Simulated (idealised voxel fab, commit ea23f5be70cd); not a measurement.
process module | voxel ribs on slabs
cross-section cut | 300 nm wide | cells 5 nm
A cross-section is a grid of square cells, given in bands from the top down. A band is one or more rows of cells.
Each band's line starts with the height of the band's top and of its bottom, in nm. Then come its materials from left to right, each with its width in nm. One material with "throughout" fills the band from edge to edge. "air" is empty space.
Height 0 is the level under which the wafer as received is all one material. The lowest band goes on downwards, as in "0 down".
A width such as "30 to 40" changes by the same amount from each row of cells to the next, from the band's top row to its bottom row.
"no change" after a step means that no cell of the cross-section changed.
closed voids: empty space of 8 cells or more with no open way to the top, each as width x height at its distance from the left edge, in nm
after a step's settings: what the simulator itself notes on the step
overlay nm, on a step with a mask: how far to the right of its planned place the mask lay; to the left if negative
plan
1 op RECEIVE | material Si
2 op DIRECTIONAL_DEP | material SiO2 | thk nm 20
3 op DIRECTIONAL_DEP | material polySi | thk nm 20
4 op DIRECTIONAL_DEP | material aC | thk nm 15
5 op PATTERN | tone cover | mask id RIB | material resist | width nm 30 | thk nm 30 | overlay nm 0
6 op DIRECTIONAL_ETCH | etch materials aC | depth nm 15
7 op STRIP | etch materials resist
8 op DIRECTIONAL_ETCH | etch materials polySi | depth nm 10
9 op STRIP | etch materials aC
10 op PATTERN | tone cover | mask id SLAB | material resist | width nm 90 | thk nm 20 | overlay nm 0
11 op DIRECTIONAL_ETCH | etch materials polySi | depth nm 10
12 op STRIP | etch materials resist
13 op FILL_DEP | material SiO2 | thk nm 30
14 op CMP | height nm 60
15 op DIRECTIONAL_DEP | material TiN | thk nm 5
16 op DIRECTIONAL_DEP | material aC | thk nm 15
17 op PATTERN | tone cover | mask id HEATER | material resist | width nm 40 | thk nm 30 | overlay nm 0
18 op DIRECTIONAL_ETCH | etch materials aC | depth nm 15
19 op STRIP | etch materials resist
20 op DIRECTIONAL_ETCH | etch materials TiN | depth nm 5
21 op STRIP | etch materials aC
22 op CONFORMAL_DEP | material SiO2 | thk nm 5
as received, after step 1
  0 down: Si throughout
  closed voids: none
first wafer at the end, as planned
  70 to 65: air 125 | SiO2 50 | air 125
  65 to 60: SiO2 130 | TiN 40 | SiO2 130
  60 to 40: SiO2 throughout
  40 to 30: SiO2 135 | polySi 30 | SiO2 135
  30 to 20: SiO2 105 | polySi 90 | SiO2 105
  20 to 0: SiO2 throughout
  0 down: Si throughout
  closed voids: none
second wafer at the end: like start, like plan, one mistake
  70 to 65: air 125 | SiO2 50 | air 125
  65 to 60: SiO2 130 | TiN 40 | SiO2 130
  60 to 35: SiO2 throughout
  35 to 25: SiO2 135 | polySi 30 | SiO2 135
  25 to 15: SiO2 105 | polySi 90 | SiO2 105
  15 to 0: SiO2 throughout
  0 down: Si throughout
  closed voids: none
what went wrong: step 2 ran as: op DIRECTIONAL_DEP | material SiO2 | thk nm 15
at the end the second wafer has, in cells: as many of each material as the first, in other places
